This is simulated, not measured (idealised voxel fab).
Process module, titled voxel transistor to metal
Cross-section cut spans 285 nm and uses square cells 5 nm in size.
Heads up, the way a cross-section reads in here is a grid of square cells, handed over as bands from the top down, with every band being one or more rows of cells. Band entry format. Leading values: height of top, height of bottom, nm. Remainder: materials in left-to-right order, each with its width in nm. Special words: "full width" on a single material, which then fills the band edge to edge; "empty", empty space. Heights are reckoned from 0. Under this level, the received wafer is all of one material. The bottommost band is open-ended downward, for example "0 and below". The width entry "30..40" should be interpreted row by row: the top row of cells in the band takes the first number, the bottom row takes the second number, and the change between adjacent rows is uniform throughout. When a step is marked "nothing different", none of the cells in the cross-section changed during that step. In "Listed closed voids" the enclosed voids are listed, meaning empty spaces of 8 cells or larger without any opening to the top. The form is width x height at distance, distance from the left edge, units nm. If you see something after the settings on a step's line, that's the simulator's own remark about that step. When a step includes a mask, the "overlay nm" setting on its line states how far to the right of its planned place that mask lay, and negative values state how far to the left. In what follows, pairs of cross-sections are presented, each taken before and after one process step, with the after cross-section shown only down to the lowest band that was altered; the step, together with its settings, is stated below the pair. The pairs may stem from different runs of this module on the same starting wafer; accordingly, a pair should be taken as continuing from the one above it solely where its entry headed "Prior state" indicates as much.

## Prior state
* 90 down to 85  TiN 25 nm  empty 10 nm  TiN 130 nm  empty 10 nm  TiN 110 nm
* 85 down to 75  SiO2 20 nm  TiN 5 nm  empty 10 nm  TiN 5 nm  SiO2 120 nm  TiN 5 nm  empty 10 nm  TiN 5 nm  SiO2 105 nm
* 75 down to 70  SiO2 20 nm  TiN 5 nm  empty 5 nm  TiN 10 nm  SiO2 120 nm  TiN 5 nm  empty 5 nm  TiN 10 nm  SiO2 105 nm
* 70 down to 60  SiO2 20 nm  TiN 5 nm  empty 5 nm  TiN 5 nm  SiO2 125 nm  TiN 5 nm  empty 5 nm  TiN 5 nm  SiO2 110 nm
* 60 down to 55  SiCN 20 nm  TiN 15 nm  SiCN 125 nm  TiN 15 nm  SiCN 110 nm
* 55 down to 30  SiO2 20 nm  TiN 5 nm  W 10 nm  TiN 5 nm  SiO2 65 nm  TiN 5 nm  W 10 nm  TiN 5 nm  SiO2 35 nm  TiN 5 nm  W 10 nm  TiN 5 nm  SiO2 65 nm  TiN 5 nm  W 10 nm  TiN 5 nm  SiO2 20 nm
* 30 down to 25  SiCN 20 nm  TiN 20 nm  SiCN 65 nm  TiN 20 nm  SiCN 35 nm  TiN 20 nm  SiCN 65 nm  TiN 20 nm  SiCN 20 nm
* 25 down to 15  Ru 15 nm  TiN 5 nm  SiO2 20 nm  TiN 5 nm  Ru 55 nm  TiN 5 nm  SiO2 20 nm  TiN 5 nm  Ru 25 nm  TiN 5 nm  SiO2 20 nm  TiN 5 nm  Ru 55 nm  TiN 5 nm  SiO2 20 nm  TiN 5 nm  Ru 15 nm
* 15 down to 10  Ru 15 nm  TiN 5 nm  SiO2 20 nm  TiN 65 nm  SiO2 20 nm  TiN 5 nm  Ru 25 nm  TiN 5 nm  SiO2 20 nm  TiN 65 nm  SiO2 20 nm  TiN 5 nm  Ru 15 nm
* 10 down to 5  Ru 5 nm  TiN 15 nm  SiO2 20 nm  TiN 10 nm  SiN 10 nm  HfO2 5 nm  TiN 5 nm  W 5 nm  TiN 5 nm  HfO2 5 nm  SiN 10 nm  TiN 10 nm  SiO2 20 nm  TiN 15 nm  Ru 5 nm  TiN 15 nm  SiO2 20 nm  TiN 10 nm  SiN 10 nm  HfO2 5 nm  TiN 5 nm  W 5 nm  TiN 5 nm  HfO2 5 nm  SiN 10 nm  TiN 10 nm  SiO2 20 nm  TiN 15 nm  Ru 5 nm
* 5 down to 0  Ru 5 nm  TiN 5 nm  SiN 10 nm  SiO2 15 nm  SiGe 15 nm  SiN 10 nm  HfO2 5 nm  TiN 5 nm  W 5 nm  TiN 5 nm  HfO2 5 nm  SiN 10 nm  SiGe 15 nm  SiO2 15 nm  SiN 10 nm  TiN 5 nm  Ru 5 nm  TiN 5 nm  SiN 10 nm  SiO2 15 nm  SiGe 15 nm  SiN 10 nm  HfO2 5 nm  TiN 5 nm  W 5 nm  TiN 5 nm  HfO2 5 nm  SiN 10 nm  SiGe 15 nm  SiO2 15 nm  SiN 10 nm  TiN 5 nm  Ru 5 nm
* 0 down to -5  Ru 5 nm  TiN 5 nm  SiN 10 nm  SiO2 15 nm  SiGe 15 nm  SiN 10 nm  HfO2 5 nm  TiN 15 nm  HfO2 5 nm  SiN 10 nm  SiGe 15 nm  SiO2 15 nm  SiN 10 nm  TiN 5 nm  Ru 5 nm  TiN 5 nm  SiN 10 nm  SiO2 15 nm  SiGe 15 nm  SiN 10 nm  HfO2 5 nm  TiN 15 nm  HfO2 5 nm  SiN 10 nm  SiGe 15 nm  SiO2 15 nm  SiN 10 nm  TiN 5 nm  Ru 5 nm
* -5 down to -10  TiN 10 nm  SiO2 25 nm  SiGe 15 nm  SiO2 5 nm  HfO2 35 nm  SiO2 5 nm  SiGe 15 nm  SiO2 25 nm  TiN 15 nm  SiO2 25 nm  SiGe 15 nm  SiO2 5 nm  HfO2 35 nm  SiO2 5 nm  SiGe 15 nm  SiO2 25 nm  TiN 10 nm
* -10 down to -25  SiO2 20 nm  SiGe 30 nm  Si 45 nm  SiGe 30 nm  SiO2 35 nm  SiGe 30 nm  Si 45 nm  SiGe 30 nm  SiO2 20 nm
* -25 down to -40  SiO2 20 nm  Si 105 nm  SiO2 35 nm  Si 105 nm  SiO2 20 nm
* -40 and below  Si full width
* Listed closed voids: none

## Post-Step Appearance
* 95 down to 90  Cu full width
* 90 down to 85  TiN 25 nm  Cu 10 nm  TiN 130 nm  Cu 10 nm  TiN 110 nm
* 85 down to 75  SiO2 20 nm  TiN 5 nm  Cu 10 nm  TiN 5 nm  SiO2 120 nm  TiN 5 nm  Cu 10 nm  TiN 5 nm  SiO2 105 nm
* 75 down to 70  SiO2 20 nm  TiN 5 nm  Cu 5 nm  TiN 10 nm  SiO2 120 nm  TiN 5 nm  Cu 5 nm  TiN 10 nm  SiO2 105 nm
* 70 down to 60  SiO2 20 nm  TiN 5 nm  Cu 5 nm  TiN 5 nm  SiO2 125 nm  TiN 5 nm  Cu 5 nm  TiN 5 nm  SiO2 110 nm
* Under 60: no change, same as before.
* Listed closed voids: none
Between the two cross-sections shown above lies FILL_DEP, material Cu, thk nm 5

Prior state: as in the pair right above, post-step view.

## Post-Step Appearance
* 85 down to 75  SiO2 20 nm  TiN 5 nm  Cu 10 nm  TiN 5 nm  SiO2 120 nm  TiN 5 nm  Cu 10 nm  TiN 5 nm  SiO2 105 nm
* Under 75: no change, same as before.
* Listed closed voids: none
Between the two cross-sections shown above lies CMP, height nm 85

Prior state: as in the pair right above, post-step view.

## Post-Step Appearance
* 90 down to 85  SiCN full width
* Under 85: no change, same as before.
* Listed closed voids: none
Between the two cross-sections shown above lies CONFORMAL_DEP, material SiCN, thk nm 5
